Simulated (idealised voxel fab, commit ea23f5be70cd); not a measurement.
A process module follows: voxel wiring stack.
The figure presents cross-section cut, which has a width of 240 nm and is divided into square cells with an edge length of 5 nm.
A cross-section is a grid of square cells, given in bands from the top down. A band is one or more rows of cells.
What a band's entry tells you: where the top is and where the bottom is, as heights in nm, and after that what lies inside, material by material from left to right, each with its width in nm. Empty space is written as the word "blank", and a single material marked with the word "full width" occupies the band from edge to edge.
Height 0 is the level under which the wafer as received is all one material. The lowest band goes on downwards, as in "top 0, no bottom".
Width: "30 to 40" (first number = top row, second number = bottom row, same change from row to row of cells).
Any step labelled "nothing different" changed none of the cells in the cross-section.
In "Completely enclosed voids" the enclosed voids are listed, meaning empty spaces of 8 cells or larger without any opening to the top. The form is width x height at distance, distance from the left edge, units nm.
Anything after a step's settings on that line? It's the simulator's own note about the step.
Regarding "overlay nm": on a step with a mask, it is the distance the mask lay to the right of its planned place; a negative value places it to the left.
The steps planned for the process are as follows:
- 1: RECEIVE | material Si
- 2: CONFORMAL_DEP | material SiO2 | thk nm 15
- 3: CONFORMAL_DEP | material SiN | thk nm 5
- 4: DIRECTIONAL_DEP | material SiO2 | thk nm 15
- 5: PATTERN | tone open | mask id METAL_1 | material resist | width nm 30 | pitch nm 50 | thk nm 20 | overlay nm 0
- 6: DIRECTIONAL_ETCH | etch materials SiO2 | depth nm 15
- 7: DIRECTIONAL_ETCH | etch materials SiN | depth nm 5
- 8: STRIP | etch materials resist
- 9: CONFORMAL_DEP | material TiN | thk nm 5
- 10: FILL_DEP | material Cu | thk nm 10
- 11: CMP | height nm 35
- 12: EPI | material Ru | thk nm 5
- 13: FILL_DEP | material SiCN | thk nm 5
- 14: DIRECTIONAL_DEP | material lowk | thk nm 25
- 15: DIRECTIONAL_DEP | material aC | thk nm 15
- 16: PATTERN | tone open | mask id METAL_2 | material resist | width nm 30 | pitch nm 50 | thk nm 35 | overlay nm 0
- 17: DIRECTIONAL_ETCH | etch materials aC | depth nm 15
- 18: STRIP | etch materials resist
- 19: DIRECTIONAL_ETCH | etch materials lowk | depth nm 15
- 20: STRIP | etch materials aC
- 21: PATTERN | tone open | mask id METAL_2_HOLES | material resist | width nm 15 | thk nm 15 | overlay nm 0
- 22: DIRECTIONAL_ETCH | etch materials lowk | depth nm 10
- 23: DIRECTIONAL_ETCH | etch materials SiCN | depth nm 5
- 24: STRIP | etch materials resist
- 25: CONFORMAL_DEP | material TiN | thk nm 5
- 26: FILL_DEP | material Ru | thk nm 10
- 27: CMP | height nm 70
- 28: CONFORMAL_DEP | material SiN | thk nm 5
The following pertains to the first of two wafers, which was processed as planned:
As-received wafer cross-section (after step 1):
- top 0, no bottom  Si full width
- Completely enclosed voids: none
Wafer after step 2 (cross-section):
- top 15, bottom 0  SiO2 full width
- Heights below 0 show no change.
Wafer after step 3 (cross-section):
- top 20, bottom 15  SiN full width
- Heights below 15 show no change.
Wafer after step 4 (cross-section):
- top 35, bottom 20  SiO2 full width
- Heights below 20 show no change.
Wafer after step 5 (cross-section):
- top 55, bottom 35  resist: 80 | blank: 30 | resist: 20 | blank: 30 | resist: 80
- Heights below 35 show no change.
Wafer after step 6 (cross-section):
- top 55, bottom 35  resist: 80 | blank: 30 | resist: 20 | blank: 30 | resist: 80
- top 35, bottom 20  SiO2: 80 | blank: 30 | SiO2: 20 | blank: 30 | SiO2: 80
- Heights below 20 show no change.
Wafer after step 7 (cross-section):
- top 55, bottom 35  resist: 80 | blank: 30 | resist: 20 | blank: 30 | resist: 80
- top 35, bottom 20  SiO2: 80 | blank: 30 | SiO2: 20 | blank: 30 | SiO2: 80
- top 20, bottom 15  SiN: 80 | blank: 30 | SiN: 20 | blank: 30 | SiN: 80
- Heights below 15 show no change.
Wafer after step 8 (cross-section):
- top 35, bottom 20  SiO2: 80 | blank: 30 | SiO2: 20 | blank: 30 | SiO2: 80
- Heights below 20 show no change.
Wafer after step 9 (cross-section):
- top 40, bottom 35  TiN: 85 | blank: 20 | TiN: 30 | blank: 20 | TiN: 85
- top 35, bottom 20  SiO2: 80 | TiN: 5 | blank: 20 | TiN: 5 | SiO2: 20 | TiN: 5 | blank: 20 | TiN: 5 | SiO2: 80
- top 20, bottom 15  SiN: 80 | TiN: 30 | SiN: 20 | TiN: 30 | SiN: 80
- Heights below 15 show no change.
Wafer after step 10 (cross-section):
- top 50, bottom 40  Cu full width
- top 40, bottom 35  TiN: 85 | Cu: 20 | TiN: 30 | Cu: 20 | TiN: 85
- top 35, bottom 20  SiO2: 80 | TiN: 5 | Cu: 20 | TiN: 5 | SiO2: 20 | TiN: 5 | Cu: 20 | TiN: 5 | SiO2: 80
- Heights below 20 show no change.
Wafer after step 11 (cross-section):
- top 35, bottom 20  SiO2: 80 | TiN: 5 | Cu: 20 | TiN: 5 | SiO2: 20 | TiN: 5 | Cu: 20 | TiN: 5 | SiO2: 80
- Heights below 20 show no change.
Wafer after step 12 (cross-section):
- top 40, bottom 35  blank: 75 | Ru: 40 | blank: 10 | Ru: 40 | blank: 75
- Heights below 35 show no change.
Wafer after step 13 (cross-section):
- top 45, bottom 40  SiCN full width
- top 40, bottom 35  SiCN: 75 | Ru: 40 | SiCN: 10 | Ru: 40 | SiCN: 75
- Heights below 35 show no change.
Wafer after step 14 (cross-section):
- top 70, bottom 45  lowk full width
- Heights below 45 show no change.
Wafer after step 15 (cross-section):
- top 85, bottom 70  aC full width
- Heights below 70 show no change.
Wafer after step 16 (cross-section):
- top 120, bottom 85  resist: 80 | blank: 30 | resist: 20 | blank: 30 | resist: 80
- Heights below 85 show no change.
Wafer after step 17 (cross-section):
- top 105, bottom 85  resist: 80 | blank: 30 | resist: 20 | blank: 30 | resist: 80
- top 85, bottom 70  aC: 80 | blank: 30 | aC: 20 | blank: 30 | aC: 80
- Heights below 70 show no change.
Wafer after step 18 (cross-section):
- top 85, bottom 70  aC: 80 | blank: 30 | aC: 20 | blank: 30 | aC: 80
- Heights below 70 show no change.
Wafer after step 19 (cross-section):
- top 85, bottom 70  aC: 80 | blank: 30 | aC: 20 | blank: 30 | aC: 80
- top 70, bottom 55  lowk: 80 | blank: 30 | lowk: 20 | blank: 30 | lowk: 80
- Heights below 55 show no change.
Wafer after step 20 (cross-section):
- top 70, bottom 55  lowk: 80 | blank: 30 | lowk: 20 | blank: 30 | lowk: 80
- Heights below 55 show no change.
Wafer after step 21 (cross-section):
- top 85, bottom 70  resist: 80 | blank: 15 | resist: 145
- top 70, bottom 55  lowk: 80 | blank: 15 | resist: 15 | lowk: 20 | resist: 30 | lowk: 80
- Heights below 55 show no change.
Wafer after step 22 (cross-section):
- top 85, bottom 70  resist: 80 | blank: 15 | resist: 145
- top 70, bottom 55  lowk: 80 | blank: 15 | resist: 15 | lowk: 20 | resist: 30 | lowk: 80
- top 55, bottom 45  lowk: 80 | blank: 15 | lowk: 145
- Heights below 45 show no change.
Wafer after step 23 (cross-section):
- top 85, bottom 70  resist: 80 | blank: 15 | resist: 145
- top 70, bottom 55  lowk: 80 | blank: 15 | resist: 15 | lowk: 20 | resist: 30 | lowk: 80
- top 55, bottom 45  lowk: 80 | blank: 15 | lowk: 145
- top 45, bottom 40  SiCN: 80 | blank: 15 | SiCN: 145
- Heights below 40 show no change.
Wafer after step 24 (cross-section):
- top 70, bottom 55  lowk: 80 | blank: 30 | lowk: 20 | blank: 30 | lowk: 80
- Heights below 55 show no change.
Wafer after step 25 (cross-section):
- top 75, bottom 70  TiN: 85 | blank: 20 | TiN: 30 | blank: 20 | TiN: 85
- top 70, bottom 60  lowk: 80 | TiN: 5 | blank: 20 | TiN: 5 | lowk: 20 | TiN: 5 | blank: 20 | TiN: 5 | lowk: 80
- top 60, bottom 55  lowk: 80 | TiN: 5 | blank: 5 | TiN: 20 | lowk: 20 | TiN: 30 | lowk: 80
- top 55, bottom 45  lowk: 80 | TiN: 5 | blank: 5 | TiN: 5 | lowk: 145
- top 45, bottom 40  SiCN: 80 | TiN: 15 | SiCN: 145
- Heights below 40 show no change.
Wafer after step 26 (cross-section):
- top 85, bottom 75  Ru full width
- top 75, bottom 70  TiN: 85 | Ru: 20 | TiN: 30 | Ru: 20 | TiN: 85
- top 70, bottom 60  lowk: 80 | TiN: 5 | Ru: 20 | TiN: 5 | lowk: 20 | TiN: 5 | Ru: 20 | TiN: 5 | lowk: 80
- top 60, bottom 55  lowk: 80 | TiN: 5 | Ru: 5 | TiN: 20 | lowk: 20 | TiN: 30 | lowk: 80
- top 55, bottom 45  lowk: 80 | TiN: 5 | Ru: 5 | TiN: 5 | lowk: 145
- Heights below 45 show no change.
Wafer after step 27 (cross-section):
- top 70, bottom 60  lowk: 80 | TiN: 5 | Ru: 20 | TiN: 5 | lowk: 20 | TiN: 5 | Ru: 20 | TiN: 5 | lowk: 80
- Heights below 60 show no change.
Wafer after step 28 (cross-section):
- top 75, bottom 70  SiN full width
- Heights below 70 show no change.
Here the second wafer is described. Its start and its plan were those of the first wafer. Its run contained one mistake. Up to and including step 1, it did exactly what the first wafer did:
when step 2 should have ended: nothing different
When step 3 should have ended:
- top 5, bottom 0  SiN full width
- Heights below 0 show no change.
When step 4 should have ended:
- top 20, bottom 5  SiO2 full width
- Heights below 5 show no change.
When step 5 should have ended:
- top 40, bottom 20  resist: 80 | blank: 30 | resist: 20 | blank: 30 | resist: 80
- Heights below 20 show no change.
When step 6 should have ended:
- top 40, bottom 20  resist: 80 | blank: 30 | resist: 20 | blank: 30 | resist: 80
- top 20, bottom 5  SiO2: 80 | blank: 30 | SiO2: 20 | blank: 30 | SiO2: 80
- Heights below 5 show no change.
When step 7 should have ended:
- top 40, bottom 20  resist: 80 | blank: 30 | resist: 20 | blank: 30 | resist: 80
- top 20, bottom 5  SiO2: 80 | blank: 30 | SiO2: 20 | blank: 30 | SiO2: 80
- top 5, bottom 0  SiN: 80 | blank: 30 | SiN: 20 | blank: 30 | SiN: 80
- Heights below 0 show no change.
When step 8 should have ended:
- top 20, bottom 5  SiO2: 80 | blank: 30 | SiO2: 20 | blank: 30 | SiO2: 80
- Heights below 5 show no change.
When step 9 should have ended:
- top 25, bottom 20  TiN: 85 | blank: 20 | TiN: 30 | blank: 20 | TiN: 85
- top 20, bottom 5  SiO2: 80 | TiN: 5 | blank: 20 | TiN: 5 | SiO2: 20 | TiN: 5 | blank: 20 | TiN: 5 | SiO2: 80
- top 5, bottom 0  SiN: 80 | TiN: 30 | SiN: 20 | TiN: 30 | SiN: 80
- Heights below 0 show no change.
When step 10 should have ended:
- top 35, bottom 25  Cu full width
- top 25, bottom 20  TiN: 85 | Cu: 20 | TiN: 30 | Cu: 20 | TiN: 85
- top 20, bottom 5  SiO2: 80 | TiN: 5 | Cu: 20 | TiN: 5 | SiO2: 20 | TiN: 5 | Cu: 20 | TiN: 5 | SiO2: 80
- Heights below 5 show no change.
when step 11 should have ended: nothing different
When step 12 should have ended:
- top 40, bottom 35  Ru full width
- Heights below 35 show no change.
When step 13 should have ended:
- top 45, bottom 40  SiCN full width
- Heights below 40 show no change.
When step 14 should have ended:
- top 70, bottom 45  lowk full width
- Heights below 45 show no change.
When step 15 should have ended:
- top 85, bottom 70  aC full width
- Heights below 70 show no change.
When step 16 should have ended:
- top 120, bottom 85  resist: 80 | blank: 30 | resist: 20 | blank: 30 | resist: 80
- Heights below 85 show no change.
When step 17 should have ended:
- top 105, bottom 85  resist: 80 | blank: 30 | resist: 20 | blank: 30 | resist: 80
- top 85, bottom 70  aC: 80 | blank: 30 | aC: 20 | blank: 30 | aC: 80
- Heights below 70 show no change.
When step 18 should have ended:
- top 85, bottom 70  aC: 80 | blank: 30 | aC: 20 | blank: 30 | aC: 80
- Heights below 70 show no change.
When step 19 should have ended:
- top 85, bottom 70  aC: 80 | blank: 30 | aC: 20 | blank: 30 | aC: 80
- top 70, bottom 55  lowk: 80 | blank: 30 | lowk: 20 | blank: 30 | lowk: 80
- Heights below 55 show no change.
When step 20 should have ended:
- top 70, bottom 55  lowk: 80 | blank: 30 | lowk: 20 | blank: 30 | lowk: 80
- Heights below 55 show no change.
When step 21 should have ended:
- top 85, bottom 70  resist: 80 | blank: 15 | resist: 145
- top 70, bottom 55  lowk: 80 | blank: 15 | resist: 15 | lowk: 20 | resist: 30 | lowk: 80
- Heights below 55 show no change.
When step 22 should have ended:
- top 85, bottom 70  resist: 80 | blank: 15 | resist: 145
- top 70, bottom 55  lowk: 80 | blank: 15 | resist: 15 | lowk: 20 | resist: 30 | lowk: 80
- top 55, bottom 45  lowk: 80 | blank: 15 | lowk: 145
- Heights below 45 show no change.
When step 23 should have ended:
- top 85, bottom 70  resist: 80 | blank: 15 | resist: 145
- top 70, bottom 55  lowk: 80 | blank: 15 | resist: 15 | lowk: 20 | resist: 30 | lowk: 80
- top 55, bottom 45  lowk: 80 | blank: 15 | lowk: 145
- top 45, bottom 40  SiCN: 80 | blank: 15 | SiCN: 145
- Heights below 40 show no change.
When step 24 should have ended:
- top 70, bottom 55  lowk: 80 | blank: 30 | lowk: 20 | blank: 30 | lowk: 80
- Heights below 55 show no change.
When step 25 should have ended:
- top 75, bottom 70  TiN: 85 | blank: 20 | TiN: 30 | blank: 20 | TiN: 85
- top 70, bottom 60  lowk: 80 | TiN: 5 | blank: 20 | TiN: 5 | lowk: 20 | TiN: 5 | blank: 20 | TiN: 5 | lowk: 80
- top 60, bottom 55  lowk: 80 | TiN: 5 | blank: 5 | TiN: 20 | lowk: 20 | TiN: 30 | lowk: 80
- top 55, bottom 45  lowk: 80 | TiN: 5 | blank: 5 | TiN: 5 | lowk: 145
- top 45, bottom 40  SiCN: 80 | TiN: 15 | SiCN: 145
- Heights below 40 show no change.
When step 26 should have ended:
- top 85, bottom 75  Ru full width
- top 75, bottom 70  TiN: 85 | Ru: 20 | TiN: 30 | Ru: 20 | TiN: 85
- top 70, bottom 60  lowk: 80 | TiN: 5 | Ru: 20 | TiN: 5 | lowk: 20 | TiN: 5 | Ru: 20 | TiN: 5 | lowk: 80
- top 60, bottom 55  lowk: 80 | TiN: 5 | Ru: 5 | TiN: 20 | lowk: 20 | TiN: 30 | lowk: 80
- top 55, bottom 45  lowk: 80 | TiN: 5 | Ru: 5 | TiN: 5 | lowk: 145
- Heights below 45 show no change.
When step 27 should have ended:
- top 70, bottom 60  lowk: 80 | TiN: 5 | Ru: 20 | TiN: 5 | lowk: 20 | TiN: 5 | Ru: 20 | TiN: 5 | lowk: 80
- Heights below 60 show no change.
When step 28 should have ended:
- top 75, bottom 70  SiN full width
- Heights below 70 show no change.
Finding, execution versus plan: step 2 of the plan was excluded from execution and never run
Bottom line after processing is that, in cells, the second wafer is up or down on some materials versus the first: +104 Cu, +32 Ru, -32 SiCN, -144 SiO2, +40 TiN
